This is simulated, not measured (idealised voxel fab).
Title: Process Module voxel trench capacitor
Xsec cut, 285 nm wide, square cell size 5 nm.
This document writes a cross-section as a grid whose cells are square, and gives it as bands, listed from the top down; one or more rows of cells form a band.
For a band, the entry starts with two heights in nm, that of the top and then that of the bottom, and carries on with the band's materials in order from left to right, each alongside its width in nm; the word "everywhere" beside a single material means it fills the band edge to edge, and "blank" means empty space.
Beneath 0, the wafer as received is one material, and that level is where height counting begins. The lowest band goes on downward without a bottom; it is written like "0..down".
When a width is written as two numbers, as in "30..40", the first number is the width in the top row of cells of the band and the second is the width in its bottom row, and the width changes by the same amount from each row to the next.
Step marked "nothing got changed"? Then no cell in the cross-section changed in it.
Enclosed voids (no open way to top), threshold 8 cells or more, entry "Sealed cavities", notation width x height at distance, distance from left edge, nm.
That trailing text on a step's line, after the settings, is the simulator's own remark on the step.
overlay nm: mask offset rightward from planned place, masked step; negative means leftward offset.

The steps planned for the process are as follows:
1. RECEIVE, material Si
2. CONFORMAL_DEP, material SiN, thk nm 5
3. MASKED_ETCH, tone open, mask id TRENCH, width nm 25, pitch nm 40, etch materials SiN, depth nm 5, overlay nm 0
4. MASKED_ETCH, tone open, mask id TRENCH, width nm 25, pitch nm 40, etch materials Si, depth nm 35, overlay nm 0
5. CONFORMAL_DEP, material Al2O3, thk nm 5
6. CONFORMAL_DEP, material TiN, thk nm 5
7. FILL_DEP, material W, thk nm 10
8. CMP, height nm 5

Received-state cross-section, reflecting completion of step 1:
    0..down = Si everywhere
    Sealed cavities: none

Run as planned - first of the two wafers cross-sectioned at the end of the module:
    5..0 = 70 nm SiN / 5 nm Al2O3 / 5 nm TiN / 5 nm W / 5 nm TiN / 5 nm Al2O3 / 15 nm SiN / 5 nm Al2O3 / 5 nm TiN / 5 nm W / 5 nm TiN / 5 nm Al2O3 / 15 nm SiN / 5 nm Al2O3 / 5 nm TiN / 5 nm W / 5 nm TiN / 5 nm Al2O3 / 15 nm SiN / 5 nm Al2O3 / 5 nm TiN / 5 nm W / 5 nm TiN / 5 nm Al2O3 / 70 nm SiN
    0..-25 = 70 nm Si / 5 nm Al2O3 / 5 nm TiN / 5 nm W / 5 nm TiN / 5 nm Al2O3 / 15 nm Si / 5 nm Al2O3 / 5 nm TiN / 5 nm W / 5 nm TiN / 5 nm Al2O3 / 15 nm Si / 5 nm Al2O3 / 5 nm TiN / 5 nm W / 5 nm TiN / 5 nm Al2O3 / 15 nm Si / 5 nm Al2O3 / 5 nm TiN / 5 nm W / 5 nm TiN / 5 nm Al2O3 / 70 nm Si
    -25..-30 = 70 nm Si / 5 nm Al2O3 / 15 nm TiN / 5 nm Al2O3 / 15 nm Si / 5 nm Al2O3 / 15 nm TiN / 5 nm Al2O3 / 15 nm Si / 5 nm Al2O3 / 15 nm TiN / 5 nm Al2O3 / 15 nm Si / 5 nm Al2O3 / 15 nm TiN / 5 nm Al2O3 / 70 nm Si
    -30..-35 = 70 nm Si / 25 nm Al2O3 / 15 nm Si / 25 nm Al2O3 / 15 nm Si / 25 nm Al2O3 / 15 nm Si / 25 nm Al2O3 / 70 nm Si
    -35..down = Si everywhere
    Sealed cavities: none

Second wafer of the two, sectioned at the end of the module. It began like the first and followed the same plan, but one mistake was made while running it:
    5..0 = 70 nm SiN / 10 nm Al2O3 / 5 nm TiN / 10 nm Al2O3 / 15 nm SiN / 10 nm Al2O3 / 5 nm TiN / 10 nm Al2O3 / 15 nm SiN / 10 nm Al2O3 / 5 nm TiN / 10 nm Al2O3 / 15 nm SiN / 10 nm Al2O3 / 5 nm TiN / 10 nm Al2O3 / 70 nm SiN
    0..-30 = 75 nm Si / 5 nm Al2O3 / 5 nm TiN / 5 nm Al2O3 / 25 nm Si / 5 nm Al2O3 / 5 nm TiN / 5 nm Al2O3 / 25 nm Si / 5 nm Al2O3 / 5 nm TiN / 5 nm Al2O3 / 25 nm Si / 5 nm Al2O3 / 5 nm TiN / 5 nm Al2O3 / 75 nm Si
    -30..-35 = 75 nm Si / 15 nm Al2O3 / 25 nm Si / 15 nm Al2O3 / 25 nm Si / 15 nm Al2O3 / 25 nm Si / 15 nm Al2O3 / 75 nm Si
    -35..down = Si everywhere
    Sealed cavities: none
Diagnosis: step 4 was processed under conditions differing from the plan, specifically as MASKED_ETCH, tone open, mask id TRENCH, width nm 15, pitch nm 40, etch materials Si, depth nm 35, overlay nm 0
at the end the second wafer has, in cells: +56 Si | -32 TiN | -24 W
